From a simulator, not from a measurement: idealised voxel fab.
Herein follows the process module entitled voxel quadruple lines.
Section shown: cut. Width: 290 nm. Cell size: 5 nm, square.
This document writes a cross-section as a grid whose cells are square, and gives it as bands, listed from the top down; one or more rows of cells form a band. Quick guide to a band line: top height, bottom height (nm) up front; then every material left to right with its width in nm. Only one material and it's marked "all across"? Then it fills the band edge to edge. And "air" just means empty space. Height datum 0, below which the as-received substrate wafer is one material. Lowest band open at the bottom, running downward: "from 0 down". Read "30->40" as a graded width: first number on top, second number at the bottom, same change between each pair of neighbouring rows. Any step labelled "no change" changed none of the cells in the cross-section. This entry, "Non-vented voids", enumerates those empty regions of no fewer than 8 cells that possess no open connection to the top. Each region is reported in the form width x height at distance, the distance being taken from the left edge, with all three quantities expressed in nm. The remark found on a step's line after its settings is issued by the simulator itself and pertains to that step. overlay nm: where the mask lay relative to plan, measured to the right, on steps with a mask; negatives go left.

[Process steps (planned)]
1: op RECEIVE | material Si
2: op CONFORMAL_DEP | material SiO2 | thk nm 10
3: op DIRECTIONAL_DEP | material Ru | thk nm 10
4: op DIRECTIONAL_DEP | material polySi | thk nm 15
5: op DIRECTIONAL_DEP | material aC | thk nm 20
6: op PATTERN | tone cover | mask id MANDREL | material resist | width nm 20 | thk nm 25 | overlay nm 0
7: op DIRECTIONAL_ETCH | etch materials aC | depth nm 20
8: op STRIP | etch materials resist
9: op CONFORMAL_DEP | material SiO2 | thk nm 10
10: op DIRECTIONAL_ETCH | etch materials SiO2 | depth nm 10
11: op STRIP | etch materials aC
12: op DIRECTIONAL_ETCH | etch materials polySi | depth nm 15
13: op STRIP | etch materials SiO2
14: op CONFORMAL_DEP | material SiCN | thk nm 5
15: op DIRECTIONAL_ETCH | etch materials SiCN | depth nm 5
16: op STRIP | etch materials polySi
17: op DIRECTIONAL_ETCH | etch materials Ru | depth nm 10
18: op STRIP | etch materials SiCN
19: op FILL_DEP | material SiO2 | thk nm 10
20: op CMP | height nm 20

[Below: the first of two wafers, run as planned]

[The cross-section here shows the wafer as received, i.e. in its state after step 1]
> from 0 down = Si all across
> Non-vented voids: none

[Presented here is a cross-section of the wafer after step 2 has been performed]
> from 10 to 0 = SiO2 all across
> Anything lower than 0 is untouched.

[Presented here is a cross-section of the wafer after step 3 has been performed]
> from 20 to 10 = Ru all across
> Anything lower than 10 is untouched.

[Presented here is a cross-section of the wafer after step 4 has been performed]
> from 35 to 20 = polySi all across
> Anything lower than 20 is untouched.

[Presented here is a cross-section of the wafer after step 5 has been performed]
> from 55 to 35 = aC all across
> Anything lower than 35 is untouched.

[Presented here is a cross-section of the wafer after step 6 has been performed]
> from 80 to 55 = 135 air; 20 resist; 135 air
> Anything lower than 55 is untouched.

[Presented here is a cross-section of the wafer after step 7 has been performed]
> from 60 to 55 = 135 air; 20 resist; 135 air
> from 55 to 35 = 135 air; 20 aC; 135 air
> Anything lower than 35 is untouched.

[Presented here is a cross-section of the wafer after step 8 has been performed]
> from 55 to 35 = 135 air; 20 aC; 135 air
> Anything lower than 35 is untouched.

[Presented here is a cross-section of the wafer after step 9 has been performed]
> from 65 to 55 = 125 air; 40 SiO2; 125 air
> from 55 to 45 = 125 air; 10 SiO2; 20 aC; 10 SiO2; 125 air
> from 45 to 35 = 135 SiO2; 20 aC; 135 SiO2
> Anything lower than 35 is untouched.

[Presented here is a cross-section of the wafer after step 10 has been performed]
> from 55 to 35 = 125 air; 10 SiO2; 20 aC; 10 SiO2; 125 air
> Anything lower than 35 is untouched.

[Presented here is a cross-section of the wafer after step 11 has been performed]
> from 55 to 35 = 125 air; 10 SiO2; 20 air; 10 SiO2; 125 air
> Anything lower than 35 is untouched.

[Presented here is a cross-section of the wafer after step 12 has been performed]
> from 55 to 35 = 125 air; 10 SiO2; 20 air; 10 SiO2; 125 air
> from 35 to 20 = 125 air; 10 polySi; 20 air; 10 polySi; 125 air
> Anything lower than 20 is untouched.

[Presented here is a cross-section of the wafer after step 13 has been performed]
> from 35 to 20 = 125 air; 10 polySi; 20 air; 10 polySi; 125 air
> Anything lower than 20 is untouched.

[Presented here is a cross-section of the wafer after step 14 has been performed]
> from 40 to 35 = 120 air; 20 SiCN; 10 air; 20 SiCN; 120 air
> from 35 to 25 = 120 air; 5 SiCN; 10 polySi; 5 SiCN; 10 air; 5 SiCN; 10 polySi; 5 SiCN; 120 air
> from 25 to 20 = 125 SiCN; 10 polySi; 20 SiCN; 10 polySi; 125 SiCN
> Anything lower than 20 is untouched.

[Presented here is a cross-section of the wafer after step 15 has been performed]
> from 35 to 20 = 120 air; 5 SiCN; 10 polySi; 5 SiCN; 10 air; 5 SiCN; 10 polySi; 5 SiCN; 120 air
> Anything lower than 20 is untouched.

[Presented here is a cross-section of the wafer after step 16 has been performed]
> from 35 to 20 = 120 air; 5 SiCN; 10 air; 5 SiCN; 10 air; 5 SiCN; 10 air; 5 SiCN; 120 air
> Anything lower than 20 is untouched.

[Presented here is a cross-section of the wafer after step 17 has been performed]
> from 35 to 20 = 120 air; 5 SiCN; 10 air; 5 SiCN; 10 air; 5 SiCN; 10 air; 5 SiCN; 120 air
> from 20 to 10 = 120 air; 5 Ru; 10 air; 5 Ru; 10 air; 5 Ru; 10 air; 5 Ru; 120 air
> Anything lower than 10 is untouched.

[Presented here is a cross-section of the wafer after step 18 has been performed]
> from 20 to 10 = 120 air; 5 Ru; 10 air; 5 Ru; 10 air; 5 Ru; 10 air; 5 Ru; 120 air
> Anything lower than 10 is untouched.

[Presented here is a cross-section of the wafer after step 19 has been performed]
> from 30 to 20 = SiO2 all across
> from 20 to 10 = 120 SiO2; 5 Ru; 10 SiO2; 5 Ru; 10 SiO2; 5 Ru; 10 SiO2; 5 Ru; 120 SiO2
> Anything lower than 10 is untouched.

[Presented here is a cross-section of the wafer after step 20 has been performed]
> from 20 to 10 = 120 SiO2; 5 Ru; 10 SiO2; 5 Ru; 10 SiO2; 5 Ru; 10 SiO2; 5 Ru; 120 SiO2
> Anything lower than 10 is untouched.

[Here the second wafer is described. Its start and its plan were those of the first wafer. Its run contained one mistake. Up to and including step 19, it did exactly what the first wafer did]

[Planned end of step 20: second wafer, cross-section]
> from 20 to 10 = 120 SiO2; 5 Ru; 10 SiO2; 5 Ru; 10 SiO2; 5 Ru; 10 SiO2; 5 Ru; 120 SiO2
> Anything lower than 10 is untouched.
Heads up, the wafer didn't run the way we planned it: twice over, step 20 of the plan was run
at the end the two cross-sections are the same: no effect in what this model computes
